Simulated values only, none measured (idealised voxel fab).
This is a process module. Its name is voxel transistor to metal.
Xsec cut, 185 nm wide, square cell size 5 nm.
If you're reading a cross-section in this doc, picture square cells in a grid; it comes to you as bands, top ones listed first down to the bottom, and a band can be one or more rows of cells. Top, bottom (nm), then materials left to right with widths (nm); lone material tagged "edge to edge" fills the whole band edge to edge; "empty" = empty space. The level at which height equals 0 is the one under which the wafer, as it arrives, is entirely one material. No lower edge exists for the bottom band, which continues downward and is notated as in "0 -> down". Read "30..40" as a graded width: first number on top, second number at the bottom, same change between each pair of neighbouring rows. Key: "nothing got changed" - step with no changed cell in the cross-section. Each empty space that has no open way to the top and spans at least 8 cells appears under "Voids lacking openings" as width x height at distance, the distance counted from the left edge, all in nm. Whatever follows a step's settings on its line is a remark the simulator itself makes about that step. overlay nm: how far to the right of its planned place the mask lay on this masked step (negative: to the left).

Set out below are the planned steps of the process
| 1 | RECEIVE,material Si |
| 2 | CONFORMAL_DEP,material SiO2,thk nm 5 |
| 3 | CONFORMAL_DEP,material SiN,thk nm 15 |
| 4 | PATTERN,tone cover,mask id ACTIVE,material resist,width nm 105,thk nm 20,overlay nm 0 |
| 5 | DIRECTIONAL_ETCH,etch materials SiN,depth nm 15 |
| 6 | DIRECTIONAL_ETCH,etch materials SiO2,depth nm 5 |
| 7 | DIRECTIONAL_ETCH,etch materials Si,depth nm 30 |
| 8 | STRIP,etch materials resist |
| 9 | FILL_DEP,material SiO2,thk nm 5 |
| 10 | CMP,height nm 20 |
| 11 | SELECTIVE_ETCH,etch materials SiO2,depth nm 5 |
| 12 | STRIP,etch materials SiN |
| 13 | SELECTIVE_ETCH,etch materials SiO2,depth nm 5 |
| 14 | OXIDIZE,depth nm 5 |
| 15 | DIRECTIONAL_DEP,material polySi,thk nm 30 |
| 16 | DIRECTIONAL_DEP,material SiCN,thk nm 10 |
| 17 | PATTERN,tone cover,mask id GATE,material resist,width nm 25,thk nm 20,overlay nm 0 |
| 18 | DIRECTIONAL_ETCH,etch materials SiCN,depth nm 20 |
| 19 | DIRECTIONAL_ETCH,etch materials polySi,depth nm 40 |
| 20 | STRIP,etch materials resist |
| 21 | CONFORMAL_DEP,material SiN,thk nm 10 |
| 22 | DIRECTIONAL_ETCH,etch materials SiN,depth nm 10 |
| 23 | DIRECTIONAL_ETCH,etch materials SiO2,depth nm 5 |
| 24 | DIRECTIONAL_ETCH,etch materials Si,depth nm 10 |
| 25 | EPI,material nSi,thk nm 10 |
| 26 | FILL_DEP,material SiO2,thk nm 10 |
| 27 | CMP,height nm 40 |
| 28 | DIRECTIONAL_DEP,material SiO2,thk nm 15 |
| 29 | PATTERN,tone open,mask id CONTACT,material resist,width nm 20,pitch nm 75,thk nm 15,overlay nm -15 |
| 30 | DIRECTIONAL_ETCH,etch materials SiO2,depth nm 60 |
| 31 | STRIP,etch materials resist |
| 32 | CONFORMAL_DEP,material TiN,thk nm 5 |
| 33 | FILL_DEP,material Ru,thk nm 5 |
| 34 | CMP,height nm 55 |
| 35 | DIRECTIONAL_DEP,material TiN,thk nm 5 |
| 36 | DIRECTIONAL_DEP,material W,thk nm 20 |
| 37 | MASKED_ETCH,tone cover,mask id METAL_1,width nm 20,pitch nm 75,etch materials W,depth nm 20,overlay nm 0 |
| 38 | MASKED_ETCH,tone cover,mask id METAL_1,width nm 20,pitch nm 75,etch materials TiN,depth nm 5,overlay nm 0 |
| 39 | CONFORMAL_DEP,material SiCN,thk nm 5 |
| 40 | FILL_DEP,material SiO2,thk nm 5 |
| 41 | CMP,height nm 80 |
| 42 | CONFORMAL_DEP,material SiCN,thk nm 5 |
The wafers in this document start out alike and differ in the overlay nm applied at step 29; the plan shows the value used for the first wafer.

The as-received cross-section of the first of several wafers corresponds to the state after step 1
0 -> down | Si edge to edge
Voids lacking openings: none

Cross-section of the first of several wafers, taken after step 42, where the module ends
85 -> 80 | SiCN edge to edge
80 -> 60 | SiO2: 40; SiCN: 5; W: 20; SiCN: 5; SiO2: 45; SiCN: 5; W: 20; SiCN: 5; SiO2: 40
60 -> 55 | SiCN: 45; TiN: 20; SiCN: 55; TiN: 20; SiCN: 45
55 -> 45 | SiO2: 30; TiN: 5; Ru: 10; TiN: 5; SiO2: 55; TiN: 5; Ru: 10; TiN: 5; SiO2: 60
45 -> 40 | SiO2: 30; TiN: 5; Ru: 10; TiN: 5; SiO2: 55; TiN: 20; SiO2: 60
40 -> 30 | SiO2: 30; TiN: 5; Ru: 10; TiN: 5; SiO2: 20; SiN: 10; SiCN: 25; SiN: 10; TiN: 10; SiO2: 60
30 -> 15 | SiO2: 30; TiN: 5; Ru: 10; TiN: 5; SiO2: 20; SiN: 10; polySi: 25; SiN: 10; TiN: 10; SiO2: 60
15 -> 10 | SiO2: 30; TiN: 20; SiO2: 20; SiN: 10; polySi: 25; SiN: 10; TiN: 10; SiO2: 60
10 -> 5 | SiO2: 30; TiN: 5; SiN: 10; TiN: 5; SiO2: 20; SiN: 10; polySi: 25; SiN: 10; TiN: 10; SiO2: 15; SiN: 10; SiO2: 35
5 -> 0 | SiO2: 30; TiN: 5; SiN: 10; nSi: 10; SiO2: 5; nSi: 10; SiN: 10; polySi: 25; SiN: 10; nSi: 10; SiO2: 5; nSi: 10; SiN: 10; SiO2: 35
0 -> -5 | SiO2: 30; TiN: 5; SiO2: 10; nSi: 10; SiO2: 5; nSi: 10; SiO2: 45; nSi: 10; SiO2: 5; nSi: 10; SiO2: 45
-5 -> -15 | SiO2: 40; Si: 5; nSi: 25; Si: 45; nSi: 25; Si: 5; SiO2: 40
-15 -> -30 | SiO2: 40; Si: 105; SiO2: 40
-30 -> down | Si edge to edge
Voids lacking openings: none

Of the several wafers, the last: cross-section at the end of the module
85 -> 80 | SiCN edge to edge
80 -> 60 | SiO2: 40; SiCN: 5; W: 20; SiCN: 5; SiO2: 45; SiCN: 5; W: 20; SiCN: 5; SiO2: 40
60 -> 55 | SiCN: 45; TiN: 20; SiCN: 55; TiN: 20; SiCN: 45
55 -> 45 | SiO2: 60; TiN: 5; Ru: 10; TiN: 5; SiO2: 55; TiN: 5; Ru: 10; TiN: 5; SiO2: 30
45 -> 40 | SiO2: 60; TiN: 20; SiO2: 55; TiN: 5; Ru: 10; TiN: 5; SiO2: 30
40 -> 30 | SiO2: 60; TiN: 10; SiN: 10; SiCN: 25; SiN: 10; SiO2: 20; TiN: 5; Ru: 10; TiN: 5; SiO2: 30
30 -> 15 | SiO2: 60; TiN: 10; SiN: 10; polySi: 25; SiN: 10; SiO2: 20; TiN: 5; Ru: 10; TiN: 5; SiO2: 30
15 -> 10 | SiO2: 60; TiN: 10; SiN: 10; polySi: 25; SiN: 10; SiO2: 20; TiN: 20; SiO2: 30
10 -> 5 | SiO2: 35; SiN: 10; SiO2: 15; TiN: 10; SiN: 10; polySi: 25; SiN: 10; SiO2: 20; TiN: 5; SiN: 10; TiN: 5; SiO2: 30
5 -> 0 | SiO2: 35; SiN: 10; nSi: 10; SiO2: 5; nSi: 10; SiN: 10; polySi: 25; SiN: 10; nSi: 10; SiO2: 5; nSi: 10; SiN: 10; TiN: 5; SiO2: 30
0 -> -5 | SiO2: 45; nSi: 10; SiO2: 5; nSi: 10; SiO2: 45; nSi: 10; SiO2: 5; nSi: 10; SiO2: 10; TiN: 5; SiO2: 30
-5 -> -15 | SiO2: 40; Si: 5; nSi: 25; Si: 45; nSi: 25; Si: 5; SiO2: 40
-15 -> -30 | SiO2: 40; Si: 105; SiO2: 40
-30 -> down | Si edge to edge
Voids lacking openings: none

Here is how to read the rows: every wafer has a row, and it shows the wafer at the end of the module, giving for each material how many cells were gained (+) or lost (-) since the wafer was received, then listing its closed voids
overlay nm -15; +20 Ru; -137 Si; +92 SiCN; +40 SiN; +462 SiO2; +54 TiN; +32 W; +36 nSi; +30 polySi; Voids lacking openings: none
overlay nm -10; +27 Ru; -137 Si; +92 SiCN; +40 SiN; +455 SiO2; +54 TiN; +32 W; +36 nSi; +30 polySi; Voids lacking openings: none
overlay nm -5; +35 Ru; -137 Si; +92 SiCN; +40 SiN; +445 SiO2; +56 TiN; +32 W; +36 nSi; +30 polySi; Voids lacking openings: none
overlay nm 0; +36 Ru; -137 Si; +92 SiCN; +40 SiN; +444 SiO2; +56 TiN; +32 W; +36 nSi; +30 polySi; Voids lacking openings: none
overlay nm 5; +35 Ru; -137 Si; +92 SiCN; +40 SiN; +445 SiO2; +56 TiN; +32 W; +36 nSi; +30 polySi; Voids lacking openings: none
overlay nm 10; +27 Ru; -137 Si; +92 SiCN; +40 SiN; +455 SiO2; +54 TiN; +32 W; +36 nSi; +30 polySi; Voids lacking openings: none
overlay nm 15; +20 Ru; -137 Si; +92 SiCN; +40 SiN; +462 SiO2; +54 TiN; +32 W; +36 nSi; +30 polySi; Voids lacking openings: none
